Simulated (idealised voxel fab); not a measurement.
The name of this process module is voxel plated lines.
Xsec cut, 155 nm wide, square cell size 5 nm.
Cross-section layout: square cells on a grid; listed as bands, top to bottom; a band spans one or more cell rows. A band entry consists of two parts. The first gives the height of the band's top and the height of its bottom, in nm. The rest lists the band's materials from left to right, each with its width in nm. A single material labelled with the word "edge to edge" fills the band from edge to edge, and the word "air" marks empty space. Convention: height 0 is the level below which the wafer, as received, is all one material. The lowest band does not terminate at the bottom but continues downward, represented as "z 0 and below". The notation "30->40" denotes a width that varies across the rows of cells in the band, beginning at the first number in the top row, finishing at the second number in the bottom row, and changing by an identical amount from each row to the next. "remains unaltered" -> step changed no cross-section cell. "Listed closed voids" lists enclosed empty spaces (at least 8 cells, no open path upward to the top), each as width x height at distance from the left edge, in nm. Formally, on a step line, whatever follows the settings is a remark that the simulator itself makes on the step. overlay nm: mask right of planned place by this much (step with mask). Neg. = left.

Plan:
step 1: RECEIVE, material Si
step 2: CONFORMAL_DEP, material Al2O3, thk nm 15
step 3: DIRECTIONAL_DEP, material TiN, thk nm 5
step 4: PATTERN, tone open, mask id LINES, material resist, width nm 15, pitch nm 30, thk nm 40, overlay nm 0
step 5: EPI, material Ru, thk nm 10
step 6: EPI, material Ru, thk nm 5
step 7: EPI, material Ru, thk nm 5
step 8: STRIP, etch materials resist
step 9: DIRECTIONAL_ETCH, etch materials TiN, depth nm 5
step 10: CONFORMAL_DEP, material SiO2, thk nm 10

The cross-section here shows the wafer as received, i.e. in its state after step 1:
- z 0 and below  Si edge to edge
- Listed closed voids: none

Cross-sectional image of the first of two wafers at the end of the module, the run having proceeded as planned:
- z 50 to 40  45 air / 65 SiO2 / 45 air
- z 40 to 25  45 air / 10 SiO2 / 15 Ru / 15 SiO2 / 15 Ru / 10 SiO2 / 45 air
- z 25 to 20  55 SiO2 / 15 Ru / 15 SiO2 / 15 Ru / 55 SiO2
- z 20 to 15  55 SiO2 / 15 TiN / 15 SiO2 / 15 TiN / 55 SiO2
- z 15 to 0  Al2O3 edge to edge
- z 0 and below  Si edge to edge
- Listed closed voids: none

Cross-section at end of module for the second wafer of two, which matched the first in starting point and plan and differed by one mistake in its processing:
- z 30 to 15  SiO2 edge to edge
- z 15 to 0  Al2O3 edge to edge
- z 0 and below  Si edge to edge
- Listed closed voids: none
Processing error: step 3 did not use the planned setting and instead ran as DIRECTIONAL_DEP, material SiO2, thk nm 5
Heads up, by the end the second wafer has more or fewer cells of some materials compared to the first: -24 Ru, -4 SiO2, -6 TiN
